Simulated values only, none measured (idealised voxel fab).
voxel local oxidation: a process module
Square cell edge 5 nm, section width 205 nm, ID cut.
For the purposes of this document, a cross-section shall be understood as a grid of square cells, specified as bands listed in top-to-bottom order, each band consisting of one or more rows of cells.
Look at the band entry: it leads with the top's height and the bottom's height in nm. Then it lists the materials left to right, with a width in nm for each. The word "everywhere" on a single material says that material fills the band edge to edge. The word "blank" is empty space.
Where do heights start? At 0: under that level the wafer as delivered is made of one material only. And the lowest band has no floor; it just carries on downward, as in "from 0 down".
The two numbers in a width such as "30 to 40" mark its ends across the band: the first belongs to the top row of cells, the second to the bottom row, and from each row to the next the width moves by the same amount.
Take "nothing got changed" at face value: in the step it is given for, the cross-section changed in none of its cells.
Entry "Closed internal voids". Content: empty spaces with no open connection to the top, size 8 cells or greater. Each: width x height at distance. Distance: from left edge. Unit: nm.
On each step's line, the part that comes after the settings is the simulator's own comment on the step.
Regarding "overlay nm": on a step with a mask, it is the distance the mask lay to the right of its planned place; a negative value places it to the left.
**Intended process steps**
1. op RECEIVE | material Si
2. op OXIDIZE | depth nm 5
3. op CONFORMAL_DEP | material SiN | thk nm 15
4. op DIRECTIONAL_DEP | material aC | thk nm 15
5. op PATTERN | tone cover | mask id ACTIVE | material resist | width nm 130 | thk nm 35 | overlay nm 0
6. op DIRECTIONAL_ETCH | etch materials aC | depth nm 15
7. op STRIP | etch materials resist
8. op DIRECTIONAL_ETCH | etch materials SiN | depth nm 15
9. op STRIP | etch materials aC
10. op SELECTIVE_ETCH | etch materials SiO2 | depth nm 5
11. op OXIDIZE | depth nm 15
12. op STRIP | etch materials SiN
**First wafer of two (run as planned)**
**Cross-section of the wafer at receipt, which is the condition after step 1**
> from 0 down  Si everywhere
> Closed internal voids: none
**Cross-section: wafer state after step 2**
> from 0 to -5  SiO2 everywhere
> Anything lower than -5 is untouched.
**Cross-section: wafer state after step 3**
> from 15 to 0  SiN everywhere
> Anything lower than 0 is untouched.
**Cross-section: wafer state after step 4**
> from 30 to 15  aC everywhere
> Anything lower than 15 is untouched.
**Cross-section: wafer state after step 5**
> from 65 to 30  blank (35) | resist (130) | blank (40)
> Anything lower than 30 is untouched.
**Cross-section: wafer state after step 6**
> from 50 to 30  blank (35) | resist (130) | blank (40)
> from 30 to 15  blank (35) | aC (130) | blank (40)
> Anything lower than 15 is untouched.
**Cross-section: wafer state after step 7**
> from 30 to 15  blank (35) | aC (130) | blank (40)
> Anything lower than 15 is untouched.
**Cross-section: wafer state after step 8**
> from 30 to 15  blank (35) | aC (130) | blank (40)
> from 15 to 0  blank (35) | SiN (130) | blank (40)
> Anything lower than 0 is untouched.
**Cross-section: wafer state after step 9**
> from 15 to 0  blank (35) | SiN (130) | blank (40)
> Anything lower than 0 is untouched.
**Cross-section: wafer state after step 10**
> from 15 to 0  blank (35) | SiN (130) | blank (40)
> from 0 to -5  blank (40) | SiO2 (120) | blank (45)
> Anything lower than -5 is untouched.
**Cross-section: wafer state after step 11**
> from 15 to 0  blank (35) | SiN (130) | blank (40)
> from 0 to -5  blank (40) | SiO2 (120) | blank (45)
> from -5 to -20  SiO2 (55) | Si (90) | SiO2 (60)
> Anything lower than -20 is untouched.
**Cross-section: wafer state after step 12**
> from 0 to -5  blank (40) | SiO2 (120) | blank (45)
> Anything lower than -5 is untouched.
**Companion wafer, the second of two: same beginning, same intended sequence, one mistake in carrying it out; through step 6 inclusive it tracks the first exactly**
Cross-sectional view of the second wafer at the intended end time of process step 7: nothing got changed
**Cross-sectional view of the second wafer at the intended end time of process step 8**
> from 50 to 30  blank (35) | resist (130) | blank (40)
> from 30 to 15  blank (35) | aC (130) | blank (40)
> from 15 to 0  blank (35) | SiN (130) | blank (40)
> Anything lower than 0 is untouched.
**Cross-sectional view of the second wafer at the intended end time of process step 9**
> from 15 to 0  blank (35) | SiN (130) | blank (40)
> Anything lower than 0 is untouched.
**Cross-sectional view of the second wafer at the intended end time of process step 10**
> from 15 to 0  blank (35) | SiN (130) | blank (40)
> from 0 to -5  blank (40) | SiO2 (120) | blank (45)
> Anything lower than -5 is untouched.
**Cross-sectional view of the second wafer at the intended end time of process step 11**
> from 15 to 0  blank (35) | SiN (130) | blank (40)
> from 0 to -5  blank (40) | SiO2 (120) | blank (45)
> from -5 to -20  SiO2 (55) | Si (90) | SiO2 (60)
> Anything lower than -20 is untouched.
**Cross-sectional view of the second wafer at the intended end time of process step 12**
> from 0 to -5  blank (40) | SiO2 (120) | blank (45)
> Anything lower than -5 is untouched.
Plan not followed: not run: step 7 of the plan (skipped)
The two wafers finish with the same cross-section, and therefore the mistake leaves the computed outcome of this model unchanged.
